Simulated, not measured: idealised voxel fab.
Process module name: voxel capacitor over wiring
Pictured: cross-section cut, 160 nm wide, on a grid of 5 nm square cells.
We lay out every cross-section as a grid of square cells and spell it out in bands from the top down, where one band means one or more rows of cells.
For a band, the entry starts with two heights in nm, that of the top and then that of the bottom, and carries on with the band's materials in order from left to right, each alongside its width in nm; the word "everywhere" beside a single material means it fills the band edge to edge, and "air" means empty space.
Height reference: 0 = level under which incoming wafer is all one material. Lowest band: no bottom, runs on downward, e.g. "0 down".
Width spec "30..40" -> top row of cells at first value, bottom row at second value, equal per-row change in between.
It should be understood that the words "nothing altered", when stated for a given step, signify that the cross-section underwent no change in any of its cells during that step.
The entry "Sealed voids" lists the empty spaces that cover at least 8 cells and have no open path to the top. Each is written as width x height at distance, where the distance is measured from the left edge and all three values are in nm.
Note: text after step settings on the step line = simulator remark on that step.
The setting "overlay nm" may be written on the line of a step. When the step uses a mask, the value reports how far to the right of the planned place the mask lay, and a negative value reports that it lay to the left.
## Planned process steps
1. RECEIVE [material Si]
2. CONFORMAL_DEP [material SiO2] [thk nm 10]
3. DIRECTIONAL_DEP [material TiN] [thk nm 5]
4. DIRECTIONAL_DEP [material Ru] [thk nm 15]
5. PATTERN [tone cover] [mask id METAL_1] [material resist] [width nm 25] [pitch nm 95] [thk nm 20] [overlay nm 0]
6. DIRECTIONAL_ETCH [etch materials Ru] [depth nm 15]
7. DIRECTIONAL_ETCH [etch materials TiN] [depth nm 5]
8. STRIP [etch materials resist]
9. CONFORMAL_DEP [material SiCN] [thk nm 5]
10. FILL_DEP [material SiO2] [thk nm 5]
11. CMP [height nm 30]
12. CONFORMAL_DEP [material SiCN] [thk nm 5]
13. DIRECTIONAL_DEP [material SiO2] [thk nm 15]
14. DIRECTIONAL_DEP [material aC] [thk nm 10]
15. PATTERN [tone open] [mask id PLUG_1] [material resist] [width nm 15] [thk nm 25] [overlay nm 0]
16. DIRECTIONAL_ETCH [etch materials aC] [depth nm 10]
17. STRIP [etch materials resist]
18. DIRECTIONAL_ETCH [etch materials SiO2] [depth nm 15]
19. DIRECTIONAL_ETCH [etch materials SiCN] [depth nm 5]
20. STRIP [etch materials aC]
21. CONFORMAL_DEP [material TiN] [thk nm 5]
22. FILL_DEP [material Cu] [thk nm 5]
23. CMP [height nm 50]
24. DIRECTIONAL_DEP [material TiN] [thk nm 10]
25. DIRECTIONAL_DEP [material HfO2] [thk nm 5]
26. DIRECTIONAL_DEP [material TiN] [thk nm 10]
27. DIRECTIONAL_DEP [material aC] [thk nm 10]
28. PATTERN [tone cover] [mask id UPPER_PLATE] [material resist] [width nm 75] [thk nm 30] [overlay nm 0]
29. DIRECTIONAL_ETCH [etch materials aC] [depth nm 10]
30. STRIP [etch materials resist]
31. DIRECTIONAL_ETCH [etch materials TiN] [depth nm 10]
32. DIRECTIONAL_ETCH [etch materials HfO2] [depth nm 5]
33. STRIP [etch materials aC]
34. DIRECTIONAL_DEP [material aC] [thk nm 10]
35. PATTERN [tone cover] [mask id LOWER_PLATE] [material resist] [width nm 85] [thk nm 25] [overlay nm 0]
36. DIRECTIONAL_ETCH [etch materials aC] [depth nm 10]
37. STRIP [etch materials resist]
38. DIRECTIONAL_ETCH [etch materials TiN] [depth nm 10]
39. STRIP [etch materials aC]
40. FILL_DEP [material SiO2] [thk nm 20]
41. CMP [height nm 90]
42. MASKED_ETCH [tone open] [mask id PLUG_2] [width nm 15] [etch materials SiO2] [depth nm 15] [overlay nm 0]
43. CONFORMAL_DEP [material TiN] [thk nm 5]
44. FILL_DEP [material Cu] [thk nm 5]
45. CMP [height nm 90]
46. CONFORMAL_DEP [material SiN] [thk nm 5]
## Delivered wafer in cross-section: state after step 1
- 0 down: Si everywhere
- Sealed voids: none
## Wafer cross-section at module end: first of two, run to plan
- 95 to 90: SiN everywhere
- 90 to 80: SiO2 40 nm, TiN 5 nm, Cu 5 nm, TiN 5 nm, SiO2 105 nm
- 80 to 75: SiO2 40 nm, TiN 15 nm, SiO2 105 nm
- 75 to 65: SiO2 30 nm, TiN 75 nm, SiO2 55 nm
- 65 to 60: SiO2 30 nm, HfO2 75 nm, SiO2 55 nm
- 60 to 50: SiO2 25 nm, TiN 85 nm, SiO2 50 nm
- 50 to 35: SiO2 30 nm, TiN 5 nm, Cu 5 nm, TiN 5 nm, SiO2 115 nm
- 35 to 30: SiCN 30 nm, TiN 15 nm, SiCN 115 nm
- 30 to 15: SiO2 15 nm, SiCN 5 nm, Ru 25 nm, SiCN 5 nm, SiO2 60 nm, SiCN 5 nm, Ru 25 nm, SiCN 5 nm, SiO2 15 nm
- 15 to 10: SiCN 20 nm, TiN 25 nm, SiCN 70 nm, TiN 25 nm, SiCN 20 nm
- 10 to 0: SiO2 everywhere
- 0 down: Si everywhere
- Sealed voids: none
## Second wafer of the two, sectioned at the end of the module. It began like the first and followed the same plan, but one mistake was made while running it
- 95 to 90: SiN everywhere
- 90 to 80: Cu 35 nm, TiN 5 nm, SiO2 15 nm, TiN 5 nm, Cu 100 nm
- 80 to 75: TiN 40 nm, SiO2 15 nm, TiN 105 nm
- 75 to 65: SiO2 30 nm, TiN 75 nm, SiO2 55 nm
- 65 to 60: SiO2 30 nm, HfO2 75 nm, SiO2 55 nm
- 60 to 50: SiO2 25 nm, TiN 85 nm, SiO2 50 nm
- 50 to 35: SiO2 30 nm, TiN 5 nm, Cu 5 nm, TiN 5 nm, SiO2 115 nm
- 35 to 30: SiCN 30 nm, TiN 15 nm, SiCN 115 nm
- 30 to 15: SiO2 15 nm, SiCN 5 nm, Ru 25 nm, SiCN 5 nm, SiO2 60 nm, SiCN 5 nm, Ru 25 nm, SiCN 5 nm, SiO2 15 nm
- 15 to 10: SiCN 20 nm, TiN 25 nm, SiCN 70 nm, TiN 25 nm, SiCN 20 nm
- 10 to 0: SiO2 everywhere
- 0 down: Si everywhere
- Sealed voids: none
The mistake made against the process plan was this: step 42 changed vs plan, executed as MASKED_ETCH [tone cover] [mask id PLUG_2] [width nm 15] [etch materials SiO2] [depth nm 15] [overlay nm 0]
FYI, end of process, the second wafer has more or fewer cells of some materials than the first: 52 more of Cu; 78 fewer of SiO2; 26 more of TiN
